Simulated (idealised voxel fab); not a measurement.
The following process module bears the name voxel transistor to metal.
This is section cut - it's 205 nm across, gridded in 5 nm square cells.
A cross-section in this document is a grid of square cells, and it is written down as bands, the top band listed before the ones below it; a band is made up of one or more rows of cells.
What a band's entry tells you: where the top is and where the bottom is, as heights in nm, and after that what lies inside, material by material from left to right, each with its width in nm. Empty space is written as the word "air", and a single material marked with the word "full width" occupies the band from edge to edge.
The reference from which all heights are counted is 0, the level beneath which the as-received wafer is entirely one material; the lowest band, having no lower bound, proceeds downward and is written after the example "0 -> down".
A width given as "30..40" starts at the first number in the band's top row and ends at the second number in its bottom row, shifting by an equal amount at every step from row to row.
Reading "no change" for a step: not a cell of the cross-section changed in it.
The list in "Unvented internal voids" covers empty spaces of 8 cells or more that cannot reach the top through any open way, and it gives each as width x height at distance; the distance is from the left edge, and width, height and distance are in nm.
Formally, on a step line, whatever follows the settings is a remark that the simulator itself makes on the step.
Regarding "overlay nm": on a step with a mask, it is the distance the mask lay to the right of its planned place; a negative value places it to the left.

Process steps foreseen in the plan
1. RECEIVE: material Si
2. OXIDIZE: depth nm 5
3. CONFORMAL_DEP: material SiN, thk nm 15
4. MASKED_ETCH: tone cover, mask id ACTIVE, width nm 110, etch materials SiN, depth nm 15, overlay nm 0
5. MASKED_ETCH: tone cover, mask id ACTIVE, width nm 110, etch materials SiO2, depth nm 5, overlay nm 0
6. MASKED_ETCH: tone cover, mask id ACTIVE, width nm 110, etch materials Si, depth nm 25, overlay nm 0
7. FILL_DEP: material SiO2, thk nm 10
8. CMP: height nm 15
9. SELECTIVE_ETCH: etch materials SiO2, depth nm 5
10. STRIP: etch materials SiN
11. SELECTIVE_ETCH: etch materials SiO2, depth nm 5
12. OXIDIZE: depth nm 5
13. DIRECTIONAL_DEP: material polySi, thk nm 25
14. DIRECTIONAL_DEP: material SiCN, thk nm 10
15. PATTERN: tone cover, mask id GATE, material resist, width nm 30, thk nm 20, overlay nm 0
16. DIRECTIONAL_ETCH: etch materials SiCN, depth nm 20
17. DIRECTIONAL_ETCH: etch materials polySi, depth nm 35
18. STRIP: etch materials resist
19. CONFORMAL_DEP: material SiO2, thk nm 5
20. DIRECTIONAL_ETCH: etch materials SiO2, depth nm 5
21. CONFORMAL_DEP: material SiN, thk nm 10
22. DIRECTIONAL_ETCH: etch materials SiN, depth nm 10
23. DIRECTIONAL_ETCH: etch materials SiO2, depth nm 5
24. DIRECTIONAL_ETCH: etch materials Si, depth nm 5
25. EPI: material nSi, thk nm 5
26. FILL_DEP: material SiO2, thk nm 5
27. CMP: height nm 20
28. STRIP: etch materials polySi
29. SELECTIVE_ETCH: etch materials SiO2, depth nm 5
30. CONFORMAL_DEP: material HfO2, thk nm 5
31. CONFORMAL_DEP: material TiN, thk nm 5
32. FILL_DEP: material W, thk nm 5
33. CMP: height nm 15
34. DIRECTIONAL_DEP: material SiO2, thk nm 15
35. MASKED_ETCH: tone open, mask id CONTACT, width nm 20, pitch nm 80, etch materials SiO2, depth nm 40, overlay nm 0
36. CONFORMAL_DEP: material TiN, thk nm 5
37. FILL_DEP: material W, thk nm 5
38. CMP: height nm 30
39. DIRECTIONAL_DEP: material TiN, thk nm 5
40. DIRECTIONAL_DEP: material Ru, thk nm 15
41. PATTERN: tone cover, mask id METAL_1, material resist, width nm 20, pitch nm 80, thk nm 15, overlay nm 0
42. DIRECTIONAL_ETCH: etch materials Ru, depth nm 15
43. DIRECTIONAL_ETCH: etch materials TiN, depth nm 5
44. STRIP: etch materials resist
45. CONFORMAL_DEP: material SiCN, thk nm 5
46. FILL_DEP: material SiO2, thk nm 10
47. CMP: height nm 50
48. CONFORMAL_DEP: material SiN, thk nm 5

Account of the first of two wafers, which was processed as intended

Incoming wafer in cross-section (state: after step 1)
    0 -> down: Si full width
    Unvented internal voids: none

Upon completion of step 2, the wafer appears in cross-section as shown
    0 -> -5: SiO2 full width
    Unchanged below -5.

Upon completion of step 3, the wafer appears in cross-section as shown
    15 -> 0: SiN full width
    Unchanged below 0.

Upon completion of step 4, the wafer appears in cross-section as shown
    15 -> 0: air=45, SiN=110, air=50
    Unchanged below 0.

Upon completion of step 5, the wafer appears in cross-section as shown
    15 -> 0: air=45, SiN=110, air=50
    0 -> -5: air=45, SiO2=110, air=50
    Unchanged below -5.

Upon completion of step 6, the wafer appears in cross-section as shown
    15 -> 0: air=45, SiN=110, air=50
    0 -> -5: air=45, SiO2=110, air=50
    -5 -> -30: air=45, Si=110, air=50
    Unchanged below -30.

Upon completion of step 7, the wafer appears in cross-section as shown
    25 -> 15: SiO2 full width
    15 -> 0: SiO2=45, SiN=110, SiO2=50
    0 -> -5: SiO2 full width
    -5 -> -30: SiO2=45, Si=110, SiO2=50
    Unchanged below -30.

Upon completion of step 8, the wafer appears in cross-section as shown
    15 -> 0: SiO2=45, SiN=110, SiO2=50
    Unchanged below 0.

Upon completion of step 9, the wafer appears in cross-section as shown
    15 -> 10: air=45, SiN=110, air=50
    Unchanged below 10.

Upon completion of step 10, the wafer appears in cross-section as shown
    10 -> 0: SiO2=45, air=110, SiO2=50
    Unchanged below 0.

Upon completion of step 11, the wafer appears in cross-section as shown
    5 -> -5: SiO2=40, air=120, SiO2=45
    Unchanged below -5.

Upon completion of step 12, the wafer appears in cross-section as shown
    5 -> -5: SiO2=40, air=120, SiO2=45
    -5 -> -10: SiO2 full width
    Unchanged below -10.

Upon completion of step 13, the wafer appears in cross-section as shown
    30 -> 20: polySi=40, air=120, polySi=45
    20 -> 5: polySi full width
    5 -> -5: SiO2=40, polySi=120, SiO2=45
    Unchanged below -5.

Upon completion of step 14, the wafer appears in cross-section as shown
    40 -> 30: SiCN=40, air=120, SiCN=45
    30 -> 20: polySi=40, SiCN=120, polySi=45
    Unchanged below 20.

Upon completion of step 15, the wafer appears in cross-section as shown
    60 -> 40: air=85, resist=30, air=90
    40 -> 30: SiCN=40, air=45, resist=30, air=45, SiCN=45
    Unchanged below 30.

Upon completion of step 16, the wafer appears in cross-section as shown
    60 -> 30: air=85, resist=30, air=90
    30 -> 20: polySi=40, air=45, SiCN=30, air=45, polySi=45
    Unchanged below 20.

Upon completion of step 17, the wafer appears in cross-section as shown
    60 -> 30: air=85, resist=30, air=90
    30 -> 20: air=85, SiCN=30, air=90
    20 -> 5: air=85, polySi=30, air=90
    5 -> -5: SiO2=40, air=45, polySi=30, air=45, SiO2=45
    Unchanged below -5.

Upon completion of step 18, the wafer appears in cross-section as shown
    30 -> 20: air=85, SiCN=30, air=90
    Unchanged below 20.

Upon completion of step 19, the wafer appears in cross-section as shown
    35 -> 30: air=80, SiO2=40, air=85
    30 -> 20: air=80, SiO2=5, SiCN=30, SiO2=5, air=85
    20 -> 10: air=80, SiO2=5, polySi=30, SiO2=5, air=85
    10 -> 0: SiO2=45, air=35, SiO2=5, polySi=30, SiO2=5, air=35, SiO2=50
    0 -> -5: SiO2=85, polySi=30, SiO2=90
    Unchanged below -5.

Upon completion of step 20, the wafer appears in cross-section as shown
    30 -> 20: air=80, SiO2=5, SiCN=30, SiO2=5, air=85
    20 -> 5: air=80, SiO2=5, polySi=30, SiO2=5, air=85
    5 -> -5: SiO2=45, air=35, SiO2=5, polySi=30, SiO2=5, air=35, SiO2=50
    Unchanged below -5.

Upon completion of step 21, the wafer appears in cross-section as shown
    40 -> 30: air=70, SiN=60, air=75
    30 -> 20: air=70, SiN=10, SiO2=5, SiCN=30, SiO2=5, SiN=10, air=75
    20 -> 15: air=70, SiN=10, SiO2=5, polySi=30, SiO2=5, SiN=10, air=75
    15 -> 5: SiN=55, air=15, SiN=10, SiO2=5, polySi=30, SiO2=5, SiN=10, air=15, SiN=60
    5 -> -5: SiO2=45, SiN=35, SiO2=5, polySi=30, SiO2=5, SiN=35, SiO2=50
    Unchanged below -5.

Upon completion of step 22, the wafer appears in cross-section as shown
    30 -> 20: air=70, SiN=10, SiO2=5, SiCN=30, SiO2=5, SiN=10, air=75
    20 -> 5: air=70, SiN=10, SiO2=5, polySi=30, SiO2=5, SiN=10, air=75
    5 -> -5: SiO2=45, SiN=10, air=15, SiN=10, SiO2=5, polySi=30, SiO2=5, SiN=10, air=15, SiN=10, SiO2=50
    Unchanged below -5.

Upon completion of step 23, the wafer appears in cross-section as shown
    30 -> 25: air=70, SiN=10, air=5, SiCN=30, air=5, SiN=10, air=75
    25 -> 20: air=70, SiN=10, SiO2=5, SiCN=30, SiO2=5, SiN=10, air=75
    20 -> 5: air=70, SiN=10, SiO2=5, polySi=30, SiO2=5, SiN=10, air=75
    5 -> 0: air=45, SiN=10, air=15, SiN=10, SiO2=5, polySi=30, SiO2=5, SiN=10, air=15, SiN=10, air=50
    0 -> -5: SiO2=45, SiN=10, air=15, SiN=10, SiO2=5, polySi=30, SiO2=5, SiN=10, air=15, SiN=10, SiO2=50
    -5 -> -10: SiO2=55, air=15, SiO2=60, air=15, SiO2=60
    Unchanged below -10.

Upon completion of step 24, the wafer appears in cross-section as shown
    30 -> 25: air=70, SiN=10, air=5, SiCN=30, air=5, SiN=10, air=75
    25 -> 20: air=70, SiN=10, SiO2=5, SiCN=30, SiO2=5, SiN=10, air=75
    20 -> 5: air=70, SiN=10, SiO2=5, polySi=30, SiO2=5, SiN=10, air=75
    5 -> 0: air=45, SiN=10, air=15, SiN=10, SiO2=5, polySi=30, SiO2=5, SiN=10, air=15, SiN=10, air=50
    0 -> -5: SiO2=45, SiN=10, air=15, SiN=10, SiO2=5, polySi=30, SiO2=5, SiN=10, air=15, SiN=10, SiO2=50
    -5 -> -10: SiO2=55, air=15, SiO2=60, air=15, SiO2=60
    -10 -> -15: SiO2=45, Si=10, air=15, Si=60, air=15, Si=10, SiO2=50
    Unchanged below -15.

Upon completion of step 25, the wafer appears in cross-section as shown
    30 -> 25: air=70, SiN=10, air=5, SiCN=30, air=5, SiN=10, air=75
    25 -> 20: air=70, SiN=10, SiO2=5, SiCN=30, SiO2=5, SiN=10, air=75
    20 -> 5: air=70, SiN=10, SiO2=5, polySi=30, SiO2=5, SiN=10, air=75
    5 -> 0: air=45, SiN=10, air=15, SiN=10, SiO2=5, polySi=30, SiO2=5, SiN=10, air=15, SiN=10, air=50
    0 -> -5: SiO2=45, SiN=10, air=15, SiN=10, SiO2=5, polySi=30, SiO2=5, SiN=10, air=15, SiN=10, SiO2=50
    -5 -> -10: SiO2=55, nSi=5, air=5, nSi=5, SiO2=60, nSi=5, air=5, nSi=5, SiO2=60
    -10 -> -15: SiO2=45, Si=10, nSi=15, Si=60, nSi=15, Si=10, SiO2=50
    Unchanged below -15.

Upon completion of step 26, the wafer appears in cross-section as shown
    35 -> 30: SiO2 full width
    30 -> 20: SiO2=70, SiN=10, SiO2=5, SiCN=30, SiO2=5, SiN=10, SiO2=75
    20 -> 5: SiO2=70, SiN=10, SiO2=5, polySi=30, SiO2=5, SiN=10, SiO2=75
    5 -> -5: SiO2=45, SiN=10, SiO2=15, SiN=10, SiO2=5, polySi=30, SiO2=5, SiN=10, SiO2=15, SiN=10, SiO2=50
    -5 -> -10: SiO2=55, nSi=5, SiO2=5, nSi=5, SiO2=60, nSi=5, SiO2=5, nSi=5, SiO2=60
    Unchanged below -10.

Upon completion of step 27, the wafer appears in cross-section as shown
    20 -> 5: SiO2=70, SiN=10, SiO2=5, polySi=30, SiO2=5, SiN=10, SiO2=75
    Unchanged below 5.

Upon completion of step 28, the wafer appears in cross-section as shown
    20 -> 5: SiO2=70, SiN=10, SiO2=5, air=30, SiO2=5, SiN=10, SiO2=75
    5 -> -5: SiO2=45, SiN=10, SiO2=15, SiN=10, SiO2=5, air=30, SiO2=5, SiN=10, SiO2=15, SiN=10, SiO2=50
    Unchanged below -5.

Upon completion of step 29, the wafer appears in cross-section as shown
    20 -> 15: air=70, SiN=10, air=40, SiN=10, air=75
    15 -> 5: SiO2=70, SiN=10, air=40, SiN=10, SiO2=75
    5 -> -5: SiO2=45, SiN=10, SiO2=15, SiN=10, air=40, SiN=10, SiO2=15, SiN=10, SiO2=50
    -5 -> -10: SiO2=55, nSi=5, SiO2=5, nSi=5, SiO2=10, air=40, SiO2=10, nSi=5, SiO2=5, nSi=5, SiO2=60
    Unchanged below -10.

Upon completion of step 30, the wafer appears in cross-section as shown
    25 -> 20: air=65, HfO2=20, air=30, HfO2=20, air=70
    20 -> 15: HfO2=70, SiN=10, HfO2=5, air=30, HfO2=5, SiN=10, HfO2=75
    15 -> 5: SiO2=70, SiN=10, HfO2=5, air=30, HfO2=5, SiN=10, SiO2=75
    5 -> -5: SiO2=45, SiN=10, SiO2=15, SiN=10, HfO2=5, air=30, HfO2=5, SiN=10, SiO2=15, SiN=10, SiO2=50
    -5 -> -10: SiO2=55, nSi=5, SiO2=5, nSi=5, SiO2=10, HfO2=40, SiO2=10, nSi=5, SiO2=5, nSi=5, SiO2=60
    Unchanged below -10.

Upon completion of step 31, the wafer appears in cross-section as shown
    30 -> 25: air=60, TiN=30, air=20, TiN=30, air=65
    25 -> 20: TiN=65, HfO2=20, TiN=5, air=20, TiN=5, HfO2=20, TiN=70
    20 -> 15: HfO2=70, SiN=10, HfO2=5, TiN=5, air=20, TiN=5, HfO2=5, SiN=10, HfO2=75
    15 -> 5: SiO2=70, SiN=10, HfO2=5, TiN=5, air=20, TiN=5, HfO2=5, SiN=10, SiO2=75
    5 -> 0: SiO2=45, SiN=10, SiO2=15, SiN=10, HfO2=5, TiN=5, air=20, TiN=5, HfO2=5, SiN=10, SiO2=15, SiN=10, SiO2=50
    0 -> -5: SiO2=45, SiN=10, SiO2=15, SiN=10, HfO2=5, TiN=30, HfO2=5, SiN=10, SiO2=15, SiN=10, SiO2=50
    Unchanged below -5.

Upon completion of step 32, the wafer appears in cross-section as shown
    35 -> 30: W full width
    30 -> 25: W=60, TiN=30, W=20, TiN=30, W=65
    25 -> 20: TiN=65, HfO2=20, TiN=5, W=20, TiN=5, HfO2=20, TiN=70
    20 -> 15: HfO2=70, SiN=10, HfO2=5, TiN=5, W=20, TiN=5, HfO2=5, SiN=10, HfO2=75
    15 -> 5: SiO2=70, SiN=10, HfO2=5, TiN=5, W=20, TiN=5, HfO2=5, SiN=10, SiO2=75
    5 -> 0: SiO2=45, SiN=10, SiO2=15, SiN=10, HfO2=5, TiN=5, W=20, TiN=5, HfO2=5, SiN=10, SiO2=15, SiN=10, SiO2=50
    Unchanged below 0.

Upon completion of step 33, the wafer appears in cross-section as shown
    15 -> 5: SiO2=70, SiN=10, HfO2=5, TiN=5, W=20, TiN=5, HfO2=5, SiN=10, SiO2=75
    Unchanged below 5.

Upon completion of step 34, the wafer appears in cross-section as shown
    30 -> 15: SiO2 full width
    Unchanged below 15.

Upon completion of step 35, the wafer appears in cross-section as shown
    30 -> 15: SiO2=50, air=20, SiO2=60, air=20, SiO2=55
    15 -> 5: SiO2=50, air=20, SiN=10, HfO2=5, TiN=5, W=20, TiN=5, HfO2=5, SiN=10, air=20, SiO2=55
    5 -> 0: SiO2=45, SiN=10, air=15, SiN=10, HfO2=5, TiN=5, W=20, TiN=5, HfO2=5, SiN=10, air=15, SiN=10, SiO2=50
    0 -> -5: SiO2=45, SiN=10, air=15, SiN=10, HfO2=5, TiN=30, HfO2=5, SiN=10, air=15, SiN=10, SiO2=50
    -5 -> -10: SiO2=55, nSi=5, air=5, nSi=5, SiO2=10, HfO2=40, SiO2=10, nSi=5, air=5, nSi=5, SiO2=60
    Unchanged below -10.

Upon completion of step 36, the wafer appears in cross-section as shown
    35 -> 30: TiN=55, air=10, TiN=70, air=10, TiN=60
    30 -> 15: SiO2=50, TiN=5, air=10, TiN=5, SiO2=60, TiN=5, air=10, TiN=5, SiO2=55
    15 -> 5: SiO2=50, TiN=5..10, air=10..5, TiN=5, SiN=10, HfO2=5, TiN=5, W=20, TiN=5, HfO2=5, SiN=10, TiN=5, air=10..5, TiN=5..10, SiO2=55
    5 -> 0: SiO2=45, SiN=10, TiN=5, air=5, TiN=5, SiN=10, HfO2=5, TiN=5, W=20, TiN=5, HfO2=5, SiN=10, TiN=5, air=5, TiN=5, SiN=10, SiO2=50
    0 -> -5: SiO2=45, SiN=10, TiN=15, SiN=10, HfO2=5, TiN=30, HfO2=5, SiN=10, TiN=15, SiN=10, SiO2=50
    -5 -> -10: SiO2=55, nSi=5, TiN=5, nSi=5, SiO2=10, HfO2=40, SiO2=10, nSi=5, TiN=5, nSi=5, SiO2=60
    Unchanged below -10.

Upon completion of step 37, the wafer appears in cross-section as shown
    40 -> 35: W full width
    35 -> 30: TiN=55, W=10, TiN=70, W=10, TiN=60
    30 -> 15: SiO2=50, TiN=5, W=10, TiN=5, SiO2=60, TiN=5, W=10, TiN=5, SiO2=55
    15 -> 5: SiO2=50, TiN=5..10, W=10..5, TiN=5, SiN=10, HfO2=5, TiN=5, W=20, TiN=5, HfO2=5, SiN=10, TiN=5, W=10..5, TiN=5..10, SiO2=55
    5 -> 0: SiO2=45, SiN=10, TiN=5, W=5, TiN=5, SiN=10, HfO2=5, TiN=5, W=20, TiN=5, HfO2=5, SiN=10, TiN=5, W=5, TiN=5, SiN=10, SiO2=50
    Unchanged below 0.

Upon completion of step 38, the wafer appears in cross-section as shown
    30 -> 15: SiO2=50, TiN=5, W=10, TiN=5, SiO2=60, TiN=5, W=10, TiN=5, SiO2=55
    Unchanged below 15.

Upon completion of step 39, the wafer appears in cross-section as shown
    35 -> 30: TiN full width
    Unchanged below 30.

Upon completion of step 40, the wafer appears in cross-section as shown
    50 -> 35: Ru full width
    Unchanged below 35.

Upon completion of step 41, the wafer appears in cross-section as shown
    65 -> 50: air=50, resist=20, air=60, resist=20, air=55
    Unchanged below 50.

Upon completion of step 42, the wafer appears in cross-section as shown
    65 -> 50: air=50, resist=20, air=60, resist=20, air=55
    50 -> 35: air=50, Ru=20, air=60, Ru=20, air=55
    Unchanged below 35.

Upon completion of step 43, the wafer appears in cross-section as shown
    65 -> 50: air=50, resist=20, air=60, resist=20, air=55
    50 -> 35: air=50, Ru=20, air=60, Ru=20, air=55
    35 -> 30: air=50, TiN=20, air=60, TiN=20, air=55
    Unchanged below 30.

Upon completion of step 44, the wafer appears in cross-section as shown
    50 -> 35: air=50, Ru=20, air=60, Ru=20, air=55
    Unchanged below 35.

Upon completion of step 45, the wafer appears in cross-section as shown
    55 -> 50: air=45, SiCN=30, air=50, SiCN=30, air=50
    50 -> 35: air=45, SiCN=5, Ru=20, SiCN=5, air=50, SiCN=5, Ru=20, SiCN=5, air=50
    35 -> 30: SiCN=50, TiN=20, SiCN=60, TiN=20, SiCN=55
    Unchanged below 30.

Upon completion of step 46, the wafer appears in cross-section as shown
    65 -> 55: SiO2 full width
    55 -> 50: SiO2=45, SiCN=30, SiO2=50, SiCN=30, SiO2=50
    50 -> 35: SiO2=45, SiCN=5, Ru=20, SiCN=5, SiO2=50, SiCN=5, Ru=20, SiCN=5, SiO2=50
    Unchanged below 35.

Upon completion of step 47, the wafer appears in cross-section as shown
    50 -> 35: SiO2=45, SiCN=5, Ru=20, SiCN=5, SiO2=50, SiCN=5, Ru=20, SiCN=5, SiO2=50
    Unchanged below 35.

Upon completion of step 48, the wafer appears in cross-section as shown
    55 -> 50: SiN full width
    Unchanged below 50.

Second wafer: like start, like plan, one mistake. Through step 33 it matches the first wafer

The second wafer cut through, at the time step 34 was supposed to be finished
    45 -> 15: SiO2 full width
    Unchanged below 15.

The second wafer cut through, at the time step 35 was supposed to be finished
    45 -> 15: SiO2=50, air=20, SiO2=60, air=20, SiO2=55
    15 -> 5: SiO2=50, air=20, SiN=10, HfO2=5, TiN=5, W=20, TiN=5, HfO2=5, SiN=10, air=20, SiO2=55
    Unchanged below 5.

The second wafer cut through, at the time step 36 was supposed to be finished
    50 -> 45: TiN=55, air=10, TiN=70, air=10, TiN=60
    45 -> 15: SiO2=50, TiN=5, air=10, TiN=5, SiO2=60, TiN=5, air=10, TiN=5, SiO2=55
    15 -> 10: SiO2=50, TiN=5, air=10, TiN=5, SiN=10, HfO2=5, TiN=5, W=20, TiN=5, HfO2=5, SiN=10, TiN=5, air=10, TiN=5, SiO2=55
    10 -> 5: SiO2=50, TiN=20, SiN=10, HfO2=5, TiN=5, W=20, TiN=5, HfO2=5, SiN=10, TiN=20, SiO2=55
    Unchanged below 5.

The second wafer cut through, at the time step 37 was supposed to be finished
    55 -> 50: W full width
    50 -> 45: TiN=55, W=10, TiN=70, W=10, TiN=60
    45 -> 15: SiO2=50, TiN=5, W=10, TiN=5, SiO2=60, TiN=5, W=10, TiN=5, SiO2=55
    15 -> 10: SiO2=50, TiN=5, W=10, TiN=5, SiN=10, HfO2=5, TiN=5, W=20, TiN=5, HfO2=5, SiN=10, TiN=5, W=10, TiN=5, SiO2=55
    Unchanged below 10.

The second wafer cut through, at the time step 38 was supposed to be finished
    30 -> 15: SiO2=50, TiN=5, W=10, TiN=5, SiO2=60, TiN=5, W=10, TiN=5, SiO2=55
    Unchanged below 15.

The second wafer cut through, at the time step 39 was supposed to be finished
    35 -> 30: TiN full width
    Unchanged below 30.

The second wafer cut through, at the time step 40 was supposed to be finished
    50 -> 35: Ru full width
    Unchanged below 35.

The second wafer cut through, at the time step 41 was supposed to be finished
    65 -> 50: air=50, resist=20, air=60, resist=20, air=55
    Unchanged below 50.

The second wafer cut through, at the time step 42 was supposed to be finished
    65 -> 50: air=50, resist=20, air=60, resist=20, air=55
    50 -> 35: air=50, Ru=20, air=60, Ru=20, air=55
    Unchanged below 35.

The second wafer cut through, at the time step 43 was supposed to be finished
    65 -> 50: air=50, resist=20, air=60, resist=20, air=55
    50 -> 35: air=50, Ru=20, air=60, Ru=20, air=55
    35 -> 30: air=50, TiN=20, air=60, TiN=20, air=55
    Unchanged below 30.

The second wafer cut through, at the time step 44 was supposed to be finished
    50 -> 35: air=50, Ru=20, air=60, Ru=20, air=55
    Unchanged below 35.

The second wafer cut through, at the time step 45 was supposed to be finished
    55 -> 50: air=45, SiCN=30, air=50, SiCN=30, air=50
    50 -> 35: air=45, SiCN=5, Ru=20, SiCN=5, air=50, SiCN=5, Ru=20, SiCN=5, air=50
    35 -> 30: SiCN=50, TiN=20, SiCN=60, TiN=20, SiCN=55
    Unchanged below 30.

The second wafer cut through, at the time step 46 was supposed to be finished
    65 -> 55: SiO2 full width
    55 -> 50: SiO2=45, SiCN=30, SiO2=50, SiCN=30, SiO2=50
    50 -> 35: SiO2=45, SiCN=5, Ru=20, SiCN=5, SiO2=50, SiCN=5, Ru=20, SiCN=5, SiO2=50
    Unchanged below 35.

The second wafer cut through, at the time step 47 was supposed to be finished
    50 -> 35: SiO2=45, SiCN=5, Ru=20, SiCN=5, SiO2=50, SiCN=5, Ru=20, SiCN=5, SiO2=50
    Unchanged below 35.

The second wafer cut through, at the time step 48 was supposed to be finished
    55 -> 50: SiN full width
    Unchanged below 50.
Run error: plan step 34 was twice executed
In the final state, the cell counts of the second wafer exceed or fall short of those of the first for the following materials: SiO2: 14 more | TiN: 10 fewer | W: 4 fewer
